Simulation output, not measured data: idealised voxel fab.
process module | voxel gate over fins
cross-section cut | 300 nm wide | cells 5 nm
A cross-section is a grid of square cells, given in bands from the top down. A band is one or more rows of cells.
Each band's line starts with the height of the band's top and of its bottom, in nm. Then come its materials from left to right, each with its width in nm. One material with "throughout" fills the band from edge to edge. "air" is empty space.
Height 0 is the level under which the wafer as received is all one material. The lowest band goes on downwards, as in "0 down".
A width such as "30 to 40" changes by the same amount from each row of cells to the next, from the band's top row to its bottom row.
"no change" after a step means that no cell of the cross-section changed.
closed voids: empty space of 8 cells or more with no open way to the top, each as width x height at its distance from the left edge, in nm
after a step's settings: what the simulator itself notes on the step
overlay nm, on a step with a mask: how far to the right of its planned place the mask lay; to the left if negative
plan
1 op RECEIVE | material Si
2 op CONFORMAL_DEP | material SiN | thk nm 10
3 op DIRECTIONAL_DEP | material aC | thk nm 15
4 op PATTERN | tone cover | mask id FINS | material resist | width nm 15 | pitch nm 40 | thk nm 35 | overlay nm 0
5 op DIRECTIONAL_ETCH | etch materials aC | depth nm 15
6 op STRIP | etch materials resist
7 op DIRECTIONAL_ETCH | etch materials SiN | depth nm 10
8 op DIRECTIONAL_ETCH | etch materials Si | depth nm 30
9 op STRIP | etch materials aC
10 op OXIDIZE | depth nm 5
11 op FILL_DEP | material SiO2 | thk nm 5
12 op CMP | height nm 10
13 op SELECTIVE_ETCH | etch materials SiO2 | depth nm 25
14 op STRIP | etch materials SiN
15 op CONFORMAL_DEP | material HfO2 | thk nm 5
16 op CONFORMAL_DEP | material TiN | thk nm 5
17 op FILL_DEP | material W | thk nm 15
18 op CMP | height nm 20
19 op CONFORMAL_DEP | material SiCN | thk nm 10
first wafer, as planned
as received, after step 1
  0 down: Si throughout
  closed voids: none
after step 2
  10 to 0: SiN throughout
  below 0: unchanged
after step 3
  25 to 10: aC throughout
  below 10: unchanged
after step 4
  60 to 25: air 100 | resist 15 | air 25 | resist 15 | air 25 | resist 15 | air 105
  below 25: unchanged
after step 5
  45 to 25: air 100 | resist 15 | air 25 | resist 15 | air 25 | resist 15 | air 105
  25 to 10: air 100 | aC 15 | air 25 | aC 15 | air 25 | aC 15 | air 105
  below 10: unchanged
after step 6
  25 to 10: air 100 | aC 15 | air 25 | aC 15 | air 25 | aC 15 | air 105
  below 10: unchanged
after step 7
  25 to 10: air 100 | aC 15 | air 25 | aC 15 | air 25 | aC 15 | air 105
  10 to 0: air 100 | SiN 15 | air 25 | SiN 15 | air 25 | SiN 15 | air 105
  below 0: unchanged
after step 8
  25 to 10: air 100 | aC 15 | air 25 | aC 15 | air 25 | aC 15 | air 105
  10 to 0: air 100 | SiN 15 | air 25 | SiN 15 | air 25 | SiN 15 | air 105
  0 to -30: air 100 | Si 15 | air 25 | Si 15 | air 25 | Si 15 | air 105
  below -30: unchanged
after step 9
  10 to 0: air 100 | SiN 15 | air 25 | SiN 15 | air 25 | SiN 15 | air 105
  below 0: unchanged
after step 10
  10 to 0: air 100 | SiN 15 | air 25 | SiN 15 | air 25 | SiN 15 | air 105
  0 to -30: air 100 | SiO2 5 | Si 5 | SiO2 5 | air 25 | SiO2 5 | Si 5 | SiO2 5 | air 25 | SiO2 5 | Si 5 | SiO2 5 | air 105
  -30 to -35: SiO2 105 | Si 5 | SiO2 35 | Si 5 | SiO2 35 | Si 5 | SiO2 110
  below -35: unchanged
after step 11
  15 to 10: SiO2 throughout
  10 to 0: SiO2 100 | SiN 15 | SiO2 25 | SiN 15 | SiO2 25 | SiN 15 | SiO2 105
  0 to -35: SiO2 105 | Si 5 | SiO2 35 | Si 5 | SiO2 35 | Si 5 | SiO2 110
  below -35: unchanged
after step 12
  10 to 0: SiO2 100 | SiN 15 | SiO2 25 | SiN 15 | SiO2 25 | SiN 15 | SiO2 105
  below 0: unchanged
after step 13
  10 to 0: air 100 | SiN 15 | air 25 | SiN 15 | air 25 | SiN 15 | air 105
  0 to -15: air 105 | Si 5 | air 35 | Si 5 | air 35 | Si 5 | air 110
  below -15: unchanged
after step 14
  0 to -15: air 105 | Si 5 | air 35 | Si 5 | air 35 | Si 5 | air 110
  below -15: unchanged
after step 15
  5 to 0: air 100 | HfO2 15 | air 25 | HfO2 15 | air 25 | HfO2 15 | air 105
  0 to -10: air 100 | HfO2 5 | Si 5 | HfO2 5 | air 25 | HfO2 5 | Si 5 | HfO2 5 | air 25 | HfO2 5 | Si 5 | HfO2 5 | air 105
  -10 to -15: HfO2 105 | Si 5 | HfO2 35 | Si 5 | HfO2 35 | Si 5 | HfO2 110
  below -15: unchanged
after step 16
  10 to 5: air 95 | TiN 25 | air 15 | TiN 25 | air 15 | TiN 25 | air 100
  5 to 0: air 95 | TiN 5 | HfO2 15 | TiN 5 | air 15 | TiN 5 | HfO2 15 | TiN 5 | air 15 | TiN 5 | HfO2 15 | TiN 5 | air 100
  0 to -5: air 95 | TiN 5 | HfO2 5 | Si 5 | HfO2 5 | TiN 5 | air 15 | TiN 5 | HfO2 5 | Si 5 | HfO2 5 | TiN 5 | air 15 | TiN 5 | HfO2 5 | Si 5 | HfO2 5 | TiN 5 | air 100
  -5 to -10: TiN 100 | HfO2 5 | Si 5 | HfO2 5 | TiN 25 | HfO2 5 | Si 5 | HfO2 5 | TiN 25 | HfO2 5 | Si 5 | HfO2 5 | TiN 105
  below -10: unchanged
after step 17
  25 to 10: W throughout
  10 to 5: W 95 | TiN 25 | W 15 | TiN 25 | W 15 | TiN 25 | W 100
  5 to 0: W 95 | TiN 5 | HfO2 15 | TiN 5 | W 15 | TiN 5 | HfO2 15 | TiN 5 | W 15 | TiN 5 | HfO2 15 | TiN 5 | W 100
  0 to -5: W 95 | TiN 5 | HfO2 5 | Si 5 | HfO2 5 | TiN 5 | W 15 | TiN 5 | HfO2 5 | Si 5 | HfO2 5 | TiN 5 | W 15 | TiN 5 | HfO2 5 | Si 5 | HfO2 5 | TiN 5 | W 100
  below -5: unchanged
after step 18
  20 to 10: W throughout
  below 10: unchanged
after step 19
  30 to 20: SiCN throughout
  below 20: unchanged
second wafer: like start, like plan, one mistake. Through step 14 it matches the first wafer
when step 15 should have ended: no change
when step 16 should have ended
  5 to 0: air 100 | TiN 15 | air 25 | TiN 15 | air 25 | TiN 15 | air 105
  0 to -10: air 100 | TiN 5 | Si 5 | TiN 5 | air 25 | TiN 5 | Si 5 | TiN 5 | air 25 | TiN 5 | Si 5 | TiN 5 | air 105
  -10 to -15: TiN 105 | Si 5 | TiN 35 | Si 5 | TiN 35 | Si 5 | TiN 110
  below -15: unchanged
when step 17 should have ended
  20 to 5: W throughout
  5 to 0: W 100 | TiN 15 | W 25 | TiN 15 | W 25 | TiN 15 | W 105
  0 to -10: W 100 | TiN 5 | Si 5 | TiN 5 | W 25 | TiN 5 | Si 5 | TiN 5 | W 25 | TiN 5 | Si 5 | TiN 5 | W 105
  below -10: unchanged
when step 18 should have ended: no change
when step 19 should have ended
  30 to 20: SiCN throughout
  below 20: unchanged
what went wrong: step 15 was left out
at the end the second wafer has, in cells: 78 fewer of HfO2 | 78 more of W
